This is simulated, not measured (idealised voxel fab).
Process module name: voxel capacitor over wiring
Shown is cross-section cut, with a width of 240 nm and square cells of size 5 nm.
Cross-section format: a grid of square cells, given as bands from top to bottom; each band is one or more rows of cells. It is stipulated that each band's entry specify, in nanometres, the height of the top of the band and then that of its bottom, followed by the materials of the band in left-to-right sequence, each together with its width in nanometres. A single material marked by the word "edge to edge" is understood to fill the band from edge to edge; the word "air" is understood to denote empty space. Height datum 0, below which the as-received substrate wafer is one material. Lowest band open at the bottom, running downward: "from 0 down". Graded width ("30 to 40"): value in top row of band = first number; value in bottom row = second number; row-to-row change constant. "no change occurred" after a step means that no cell of the cross-section changed. The label "Enclosed internal cavities" introduces a list of the empty spaces, 8 cells or larger, that have no open way up to the top; each entry in it reads width x height at distance, where the distance is taken from the left edge and all three are stated in nm. Past the settings on a step's line: simulator remark, on that step. overlay nm: for a step with a mask, the amount by which the mask lay right of where it was planned; a negative amount means left of it.

PLANNED PROCESS STEPS
1,RECEIVE (material Si)
2,CONFORMAL_DEP (material SiO2; thk nm 10)
3,CONFORMAL_DEP (material SiCN; thk nm 5)
4,DIRECTIONAL_DEP (material SiO2; thk nm 15)
5,DIRECTIONAL_DEP (material aC; thk nm 10)
6,PATTERN (tone open; mask id METAL_1; material resist; width nm 20; pitch nm 80; thk nm 30; overlay nm 0)
7,DIRECTIONAL_ETCH (etch materials aC; depth nm 10)
8,STRIP (etch materials resist)
9,DIRECTIONAL_ETCH (etch materials SiO2; depth nm 15)
10,DIRECTIONAL_ETCH (etch materials SiCN; depth nm 5)
11,STRIP (etch materials aC)
12,CONFORMAL_DEP (material TiN; thk nm 5)
13,FILL_DEP (material W; thk nm 10)
14,CMP (height nm 30)
15,EPI (material Ru; thk nm 5)
16,FILL_DEP (material SiCN; thk nm 5)
17,DIRECTIONAL_DEP (material lowk; thk nm 15)
18,MASKED_ETCH (tone open; mask id PLUG_1; width nm 15; etch materials lowk; depth nm 15; overlay nm 0)
19,MASKED_ETCH (tone open; mask id PLUG_1; width nm 15; etch materials SiCN; depth nm 5; overlay nm 0)
20,CONFORMAL_DEP (material TiN; thk nm 5)
21,FILL_DEP (material Ru; thk nm 5)
22,CMP (height nm 55)
23,DIRECTIONAL_DEP (material TiN; thk nm 5)
24,DIRECTIONAL_DEP (material SiN; thk nm 5)
25,DIRECTIONAL_DEP (material TiN; thk nm 5)
26,MASKED_ETCH (tone cover; mask id UPPER_PLATE; width nm 65; etch materials TiN; depth nm 5; overlay nm 0)
27,MASKED_ETCH (tone cover; mask id UPPER_PLATE; width nm 65; etch materials SiN; depth nm 5; overlay nm 0)
28,DIRECTIONAL_DEP (material aC; thk nm 15)
29,PATTERN (tone cover; mask id LOWER_PLATE; material resist; width nm 75; thk nm 30; overlay nm 0)
30,DIRECTIONAL_ETCH (etch materials aC; depth nm 15)
31,STRIP (etch materials resist)
32,DIRECTIONAL_ETCH (etch materials TiN; depth nm 5)
33,STRIP (etch materials aC)
34,FILL_DEP (material SiO2; thk nm 20)
35,CMP (height nm 85)
36,PATTERN (tone open; mask id PLUG_2; material resist; width nm 15; thk nm 15; overlay nm 0)
37,DIRECTIONAL_ETCH (etch materials SiO2; depth nm 15)
38,STRIP (etch materials resist)
39,CONFORMAL_DEP (material TiN; thk nm 5)
40,FILL_DEP (material Cu; thk nm 10)
41,CMP (height nm 85)
42,CONFORMAL_DEP (material SiCN; thk nm 5)

WAFER, FIRST OF TWO, RUN AS PLANNED

SO THIS IS THE INCOMING WAFER IN CROSS-SECTION - IT'S ALREADY BEEN THROUGH STEP 1
from 0 down  Si edge to edge
Enclosed internal cavities: none

CROSS-SECTIONAL REPRESENTATION OF THE WAFER AT THE CONCLUSION OF STEP 2
from 10 to 0  SiO2 edge to edge
Heights below 0 show no change.

CROSS-SECTIONAL REPRESENTATION OF THE WAFER AT THE CONCLUSION OF STEP 3
from 15 to 10  SiCN edge to edge
Heights below 10 show no change.

CROSS-SECTIONAL REPRESENTATION OF THE WAFER AT THE CONCLUSION OF STEP 4
from 30 to 15  SiO2 edge to edge
Heights below 15 show no change.

CROSS-SECTIONAL REPRESENTATION OF THE WAFER AT THE CONCLUSION OF STEP 5
from 40 to 30  aC edge to edge
Heights below 30 show no change.

CROSS-SECTIONAL REPRESENTATION OF THE WAFER AT THE CONCLUSION OF STEP 6
from 70 to 40  70 nm resist, 20 nm air, 60 nm resist, 20 nm air, 70 nm resist
Heights below 40 show no change.

CROSS-SECTIONAL REPRESENTATION OF THE WAFER AT THE CONCLUSION OF STEP 7
from 60 to 40  70 nm resist, 20 nm air, 60 nm resist, 20 nm air, 70 nm resist
from 40 to 30  70 nm aC, 20 nm air, 60 nm aC, 20 nm air, 70 nm aC
Heights below 30 show no change.

CROSS-SECTIONAL REPRESENTATION OF THE WAFER AT THE CONCLUSION OF STEP 8
from 40 to 30  70 nm aC, 20 nm air, 60 nm aC, 20 nm air, 70 nm aC
Heights below 30 show no change.

CROSS-SECTIONAL REPRESENTATION OF THE WAFER AT THE CONCLUSION OF STEP 9
from 40 to 30  70 nm aC, 20 nm air, 60 nm aC, 20 nm air, 70 nm aC
from 30 to 15  70 nm SiO2, 20 nm air, 60 nm SiO2, 20 nm air, 70 nm SiO2
Heights below 15 show no change.

CROSS-SECTIONAL REPRESENTATION OF THE WAFER AT THE CONCLUSION OF STEP 10
from 40 to 30  70 nm aC, 20 nm air, 60 nm aC, 20 nm air, 70 nm aC
from 30 to 15  70 nm SiO2, 20 nm air, 60 nm SiO2, 20 nm air, 70 nm SiO2
from 15 to 10  70 nm SiCN, 20 nm air, 60 nm SiCN, 20 nm air, 70 nm SiCN
Heights below 10 show no change.

CROSS-SECTIONAL REPRESENTATION OF THE WAFER AT THE CONCLUSION OF STEP 11
from 30 to 15  70 nm SiO2, 20 nm air, 60 nm SiO2, 20 nm air, 70 nm SiO2
Heights below 15 show no change.

CROSS-SECTIONAL REPRESENTATION OF THE WAFER AT THE CONCLUSION OF STEP 12
from 35 to 30  75 nm TiN, 10 nm air, 70 nm TiN, 10 nm air, 75 nm TiN
from 30 to 15  70 nm SiO2, 5 nm TiN, 10 nm air, 5 nm TiN, 60 nm SiO2, 5 nm TiN, 10 nm air, 5 nm TiN, 70 nm SiO2
from 15 to 10  70 nm SiCN, 20 nm TiN, 60 nm SiCN, 20 nm TiN, 70 nm SiCN
Heights below 10 show no change.

CROSS-SECTIONAL REPRESENTATION OF THE WAFER AT THE CONCLUSION OF STEP 13
from 45 to 35  W edge to edge
from 35 to 30  75 nm TiN, 10 nm W, 70 nm TiN, 10 nm W, 75 nm TiN
from 30 to 15  70 nm SiO2, 5 nm TiN, 10 nm W, 5 nm TiN, 60 nm SiO2, 5 nm TiN, 10 nm W, 5 nm TiN, 70 nm SiO2
Heights below 15 show no change.

CROSS-SECTIONAL REPRESENTATION OF THE WAFER AT THE CONCLUSION OF STEP 14
from 30 to 15  70 nm SiO2, 5 nm TiN, 10 nm W, 5 nm TiN, 60 nm SiO2, 5 nm TiN, 10 nm W, 5 nm TiN, 70 nm SiO2
Heights below 15 show no change.

CROSS-SECTIONAL REPRESENTATION OF THE WAFER AT THE CONCLUSION OF STEP 15
from 35 to 30  65 nm air, 30 nm Ru, 50 nm air, 30 nm Ru, 65 nm air
Heights below 30 show no change.

CROSS-SECTIONAL REPRESENTATION OF THE WAFER AT THE CONCLUSION OF STEP 16
from 40 to 35  SiCN edge to edge
from 35 to 30  65 nm SiCN, 30 nm Ru, 50 nm SiCN, 30 nm Ru, 65 nm SiCN
Heights below 30 show no change.

CROSS-SECTIONAL REPRESENTATION OF THE WAFER AT THE CONCLUSION OF STEP 17
from 55 to 40  lowk edge to edge
Heights below 40 show no change.

CROSS-SECTIONAL REPRESENTATION OF THE WAFER AT THE CONCLUSION OF STEP 18
from 55 to 40  75 nm lowk, 15 nm air, 150 nm lowk
Heights below 40 show no change.

CROSS-SECTIONAL REPRESENTATION OF THE WAFER AT THE CONCLUSION OF STEP 19
from 55 to 40  75 nm lowk, 15 nm air, 150 nm lowk
from 40 to 35  75 nm SiCN, 15 nm air, 150 nm SiCN
Heights below 35 show no change.

CROSS-SECTIONAL REPRESENTATION OF THE WAFER AT THE CONCLUSION OF STEP 20
from 60 to 55  80 nm TiN, 5 nm air, 155 nm TiN
from 55 to 40  75 nm lowk, 5 nm TiN, 5 nm air, 5 nm TiN, 150 nm lowk
from 40 to 35  75 nm SiCN, 15 nm TiN, 150 nm SiCN
Heights below 35 show no change.

CROSS-SECTIONAL REPRESENTATION OF THE WAFER AT THE CONCLUSION OF STEP 21
from 65 to 60  Ru edge to edge
from 60 to 55  80 nm TiN, 5 nm Ru, 155 nm TiN
from 55 to 40  75 nm lowk, 5 nm TiN, 5 nm Ru, 5 nm TiN, 150 nm lowk
Heights below 40 show no change.

CROSS-SECTIONAL REPRESENTATION OF THE WAFER AT THE CONCLUSION OF STEP 22
from 55 to 40  75 nm lowk, 5 nm TiN, 5 nm Ru, 5 nm TiN, 150 nm lowk
Heights below 40 show no change.

CROSS-SECTIONAL REPRESENTATION OF THE WAFER AT THE CONCLUSION OF STEP 23
from 60 to 55  TiN edge to edge
Heights below 55 show no change.

CROSS-SECTIONAL REPRESENTATION OF THE WAFER AT THE CONCLUSION OF STEP 24
from 65 to 60  SiN edge to edge
Heights below 60 show no change.

CROSS-SECTIONAL REPRESENTATION OF THE WAFER AT THE CONCLUSION OF STEP 25
from 70 to 65  TiN edge to edge
Heights below 65 show no change.

CROSS-SECTIONAL REPRESENTATION OF THE WAFER AT THE CONCLUSION OF STEP 26
from 70 to 65  75 nm air, 65 nm TiN, 100 nm air
Heights below 65 show no change.

CROSS-SECTIONAL REPRESENTATION OF THE WAFER AT THE CONCLUSION OF STEP 27
from 70 to 65  75 nm air, 65 nm TiN, 100 nm air
from 65 to 60  75 nm air, 65 nm SiN, 100 nm air
Heights below 60 show no change.

CROSS-SECTIONAL REPRESENTATION OF THE WAFER AT THE CONCLUSION OF STEP 28
from 85 to 75  75 nm air, 65 nm aC, 100 nm air
from 75 to 70  aC edge to edge
from 70 to 65  75 nm aC, 65 nm TiN, 100 nm aC
from 65 to 60  75 nm aC, 65 nm SiN, 100 nm aC
Heights below 60 show no change.

CROSS-SECTIONAL REPRESENTATION OF THE WAFER AT THE CONCLUSION OF STEP 29
from 115 to 85  70 nm air, 75 nm resist, 95 nm air
from 85 to 75  70 nm air, 5 nm resist, 65 nm aC, 5 nm resist, 95 nm air
Heights below 75 show no change.

CROSS-SECTIONAL REPRESENTATION OF THE WAFER AT THE CONCLUSION OF STEP 30
from 100 to 85  70 nm air, 75 nm resist, 95 nm air
from 85 to 75  70 nm air, 5 nm resist, 65 nm aC, 5 nm resist, 95 nm air
from 75 to 70  70 nm air, 75 nm aC, 95 nm air
from 70 to 65  70 nm air, 5 nm aC, 65 nm TiN, 5 nm aC, 95 nm air
from 65 to 60  70 nm air, 5 nm aC, 65 nm SiN, 5 nm aC, 95 nm air
Heights below 60 show no change.

CROSS-SECTIONAL REPRESENTATION OF THE WAFER AT THE CONCLUSION OF STEP 31
from 85 to 75  75 nm air, 65 nm aC, 100 nm air
Heights below 75 show no change.

CROSS-SECTIONAL REPRESENTATION OF THE WAFER AT THE CONCLUSION OF STEP 32
from 85 to 75  75 nm air, 65 nm aC, 100 nm air
from 75 to 70  70 nm air, 75 nm aC, 95 nm air
from 70 to 65  70 nm air, 5 nm aC, 65 nm TiN, 5 nm aC, 95 nm air
from 65 to 60  70 nm air, 5 nm aC, 65 nm SiN, 5 nm aC, 95 nm air
from 60 to 55  70 nm air, 75 nm TiN, 95 nm air
Heights below 55 show no change.

CROSS-SECTIONAL REPRESENTATION OF THE WAFER AT THE CONCLUSION OF STEP 33
from 70 to 65  75 nm air, 65 nm TiN, 100 nm air
from 65 to 60  75 nm air, 65 nm SiN, 100 nm air
Heights below 60 show no change.

CROSS-SECTIONAL REPRESENTATION OF THE WAFER AT THE CONCLUSION OF STEP 34
from 90 to 70  SiO2 edge to edge
from 70 to 65  75 nm SiO2, 65 nm TiN, 100 nm SiO2
from 65 to 60  75 nm SiO2, 65 nm SiN, 100 nm SiO2
from 60 to 55  70 nm SiO2, 75 nm TiN, 95 nm SiO2
Heights below 55 show no change.

CROSS-SECTIONAL REPRESENTATION OF THE WAFER AT THE CONCLUSION OF STEP 35
from 85 to 70  SiO2 edge to edge
Heights below 70 show no change.

CROSS-SECTIONAL REPRESENTATION OF THE WAFER AT THE CONCLUSION OF STEP 36
from 100 to 85  85 nm resist, 15 nm air, 140 nm resist
Heights below 85 show no change.

CROSS-SECTIONAL REPRESENTATION OF THE WAFER AT THE CONCLUSION OF STEP 37
from 100 to 85  85 nm resist, 15 nm air, 140 nm resist
from 85 to 70  85 nm SiO2, 15 nm air, 140 nm SiO2
Heights below 70 show no change.

CROSS-SECTIONAL REPRESENTATION OF THE WAFER AT THE CONCLUSION OF STEP 38
from 85 to 70  85 nm SiO2, 15 nm air, 140 nm SiO2
Heights below 70 show no change.

CROSS-SECTIONAL REPRESENTATION OF THE WAFER AT THE CONCLUSION OF STEP 39
from 90 to 85  90 nm TiN, 5 nm air, 145 nm TiN
from 85 to 75  85 nm SiO2, 5 nm TiN, 5 nm air, 5 nm TiN, 140 nm SiO2
from 75 to 65  85 to 75 nm SiO2, 15 to 65 nm TiN, 140 to 100 nm SiO2
Heights below 65 show no change.

CROSS-SECTIONAL REPRESENTATION OF THE WAFER AT THE CONCLUSION OF STEP 40
from 100 to 90  Cu edge to edge
from 90 to 85  90 nm TiN, 5 nm Cu, 145 nm TiN
from 85 to 75  85 nm SiO2, 5 nm TiN, 5 nm Cu, 5 nm TiN, 140 nm SiO2
Heights below 75 show no change.

CROSS-SECTIONAL REPRESENTATION OF THE WAFER AT THE CONCLUSION OF STEP 41
from 85 to 75  85 nm SiO2, 5 nm TiN, 5 nm Cu, 5 nm TiN, 140 nm SiO2
Heights below 75 show no change.

CROSS-SECTIONAL REPRESENTATION OF THE WAFER AT THE CONCLUSION OF STEP 42
from 90 to 85  SiCN edge to edge
Heights below 85 show no change.

REGARDING THE SECOND OF THE TWO WAFERS: IT SHARED THE FIRST WAFER'S STARTING CONDITION AND PROCESS PLAN, YET ONE ERROR OCCURRED DURING ITS EXECUTION. ITS HISTORY COINCIDES WITH THAT OF THE FIRST WAFER UP TO AND INCLUDING STEP 35

CROSS-SECTION OF THE SECOND WAFER AT THE TIME STEP 36 OF THE PLAN SHOULD HAVE ENDED
from 100 to 85  85 nm air, 15 nm resist, 140 nm air
Heights below 85 show no change.

CROSS-SECTION OF THE SECOND WAFER AT THE TIME STEP 37 OF THE PLAN SHOULD HAVE ENDED
from 100 to 85  85 nm air, 15 nm resist, 140 nm air
from 85 to 70  85 nm air, 15 nm SiO2, 140 nm air
Heights below 70 show no change.

CROSS-SECTION OF THE SECOND WAFER AT THE TIME STEP 38 OF THE PLAN SHOULD HAVE ENDED
from 85 to 70  85 nm air, 15 nm SiO2, 140 nm air
Heights below 70 show no change.

CROSS-SECTION OF THE SECOND WAFER AT THE TIME STEP 39 OF THE PLAN SHOULD HAVE ENDED
from 90 to 85  80 nm air, 25 nm TiN, 135 nm air
from 85 to 75  80 nm air, 5 nm TiN, 15 nm SiO2, 5 nm TiN, 135 nm air
from 75 to 70  85 nm TiN, 15 nm SiO2, 140 nm TiN
Heights below 70 show no change.

CROSS-SECTION OF THE SECOND WAFER AT THE TIME STEP 40 OF THE PLAN SHOULD HAVE ENDED
from 100 to 90  Cu edge to edge
from 90 to 85  80 nm Cu, 25 nm TiN, 135 nm Cu
from 85 to 75  80 nm Cu, 5 nm TiN, 15 nm SiO2, 5 nm TiN, 135 nm Cu
Heights below 75 show no change.

CROSS-SECTION OF THE SECOND WAFER AT THE TIME STEP 41 OF THE PLAN SHOULD HAVE ENDED
from 85 to 75  80 nm Cu, 5 nm TiN, 15 nm SiO2, 5 nm TiN, 135 nm Cu
Heights below 75 show no change.

CROSS-SECTION OF THE SECOND WAFER AT THE TIME STEP 42 OF THE PLAN SHOULD HAVE ENDED
from 90 to 85  SiCN edge to edge
Heights below 85 show no change.
Where did the run depart from the plan? step 36 ran with different settings than intended, the actual operation and settings being PATTERN (tone cover; mask id PLUG_2; material resist; width nm 15; thk nm 15; overlay nm 0)
At the finish, the second wafer shows more or fewer cells for some materials than the first does: Cu +84 | SiO2 -126 | TiN +42
